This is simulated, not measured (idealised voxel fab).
process module | voxel ribs on slabs
cross-section cut | 195 nm wide | cells 5 nm
A cross-section is a grid of square cells, given in bands from the top down. A band is one or more rows of cells.
Each band's line starts with the height of the band's top and of its bottom, in nm. Then come its materials from left to right, each with its width in nm. One material with "throughout" fills the band from edge to edge. "air" is empty space.
Height 0 is the level under which the wafer as received is all one material. The lowest band goes on downwards, as in "0 down".
A width such as "30 to 40" changes by the same amount from each row of cells to the next, from the band's top row to its bottom row.
"no change" after a step means that no cell of the cross-section changed.
closed voids: empty space of 8 cells or more with no open way to the top, each as width x height at its distance from the left edge, in nm
after a step's settings: what the simulator itself notes on the step
overlay nm, on a step with a mask: how far to the right of its planned place the mask lay; to the left if negative
plan
1 op RECEIVE | material Si
2 op DIRECTIONAL_DEP | material SiO2 | thk nm 25
3 op DIRECTIONAL_DEP | material SiN | thk nm 20
4 op DIRECTIONAL_DEP | material aC | thk nm 15
5 op PATTERN | tone cover | mask id RIB | material resist | width nm 25 | thk nm 30 | overlay nm 0
6 op DIRECTIONAL_ETCH | etch materials aC | depth nm 15
7 op STRIP | etch materials resist
8 op DIRECTIONAL_ETCH | etch materials SiN | depth nm 5
9 op STRIP | etch materials aC
10 op MASKED_ETCH | tone cover | mask id SLAB | width nm 75 | etch materials SiN | depth nm 15 | overlay nm 0
11 op FILL_DEP | material SiO2 | thk nm 20
12 op CMP | height nm 60
13 op DIRECTIONAL_DEP | material W | thk nm 5
14 op PATTERN | tone cover | mask id HEATER | material resist | width nm 35 | thk nm 20 | overlay nm 0
15 op DIRECTIONAL_ETCH | etch materials W | depth nm 5
16 op STRIP | etch materials resist
17 op CONFORMAL_DEP | material SiO2 | thk nm 10
first wafer, as planned
as received, after step 1
  0 down: Si throughout
  closed voids: none
after step 2
  25 to 0: SiO2 throughout
  below 0: unchanged
after step 3
  45 to 25: SiN throughout
  below 25: unchanged
after step 4
  60 to 45: aC throughout
  below 45: unchanged
after step 5
  90 to 60: air 85 | resist 25 | air 85
  below 60: unchanged
after step 6
  75 to 60: air 85 | resist 25 | air 85
  60 to 45: air 85 | aC 25 | air 85
  below 45: unchanged
after step 7
  60 to 45: air 85 | aC 25 | air 85
  below 45: unchanged
after step 8
  60 to 45: air 85 | aC 25 | air 85
  45 to 40: air 85 | SiN 25 | air 85
  below 40: unchanged
after step 9
  45 to 40: air 85 | SiN 25 | air 85
  below 40: unchanged
after step 10
  45 to 40: air 85 | SiN 25 | air 85
  40 to 25: air 60 | SiN 75 | air 60
  below 25: unchanged
after step 11
  65 to 45: SiO2 throughout
  45 to 40: SiO2 85 | SiN 25 | SiO2 85
  40 to 25: SiO2 60 | SiN 75 | SiO2 60
  below 25: unchanged
after step 12
  60 to 45: SiO2 throughout
  below 45: unchanged
after step 13
  65 to 60: W throughout
  below 60: unchanged
after step 14
  85 to 65: air 80 | resist 35 | air 80
  below 65: unchanged
after step 15
  85 to 65: air 80 | resist 35 | air 80
  65 to 60: air 80 | W 35 | air 80
  below 60: unchanged
after step 16
  65 to 60: air 80 | W 35 | air 80
  below 60: unchanged
after step 17
  75 to 70: air 70 | SiO2 55 | air 70
  70 to 65: SiO2 throughout
  65 to 60: SiO2 80 | W 35 | SiO2 80
  below 60: unchanged
second wafer: like start, like plan, one mistake. Through step 2 it matches the first wafer
when step 3 should have ended
  65 to 25: SiN throughout
  below 25: unchanged
when step 4 should have ended
  80 to 65: aC throughout
  below 65: unchanged
when step 5 should have ended
  110 to 80: air 85 | resist 25 | air 85
  below 80: unchanged
when step 6 should have ended
  95 to 80: air 85 | resist 25 | air 85
  80 to 65: air 85 | aC 25 | air 85
  below 65: unchanged
when step 7 should have ended
  80 to 65: air 85 | aC 25 | air 85
  below 65: unchanged
when step 8 should have ended
  80 to 65: air 85 | aC 25 | air 85
  65 to 60: air 85 | SiN 25 | air 85
  below 60: unchanged
when step 9 should have ended
  65 to 60: air 85 | SiN 25 | air 85
  below 60: unchanged
when step 10 should have ended
  65 to 60: air 85 | SiN 25 | air 85
  60 to 45: air 60 | SiN 75 | air 60
  below 45: unchanged
when step 11 should have ended
  85 to 65: SiO2 throughout
  65 to 60: SiO2 85 | SiN 25 | SiO2 85
  60 to 45: SiO2 60 | SiN 75 | SiO2 60
  below 45: unchanged
when step 12 should have ended
  60 to 45: SiO2 60 | SiN 75 | SiO2 60
  below 45: unchanged
when step 13 should have ended
  65 to 60: W throughout
  below 60: unchanged
when step 14 should have ended
  85 to 65: air 80 | resist 35 | air 80
  below 65: unchanged
when step 15 should have ended
  85 to 65: air 80 | resist 35 | air 80
  65 to 60: air 80 | W 35 | air 80
  below 60: unchanged
when step 16 should have ended
  65 to 60: air 80 | W 35 | air 80
  below 60: unchanged
when step 17 should have ended
  75 to 70: air 70 | SiO2 55 | air 70
  70 to 65: SiO2 throughout
  65 to 60: SiO2 80 | W 35 | SiO2 80
  below 60: unchanged
what went wrong: step 3 was run twice
at the end the second wafer has, in cells: 151 more of SiN | 151 fewer of SiO2
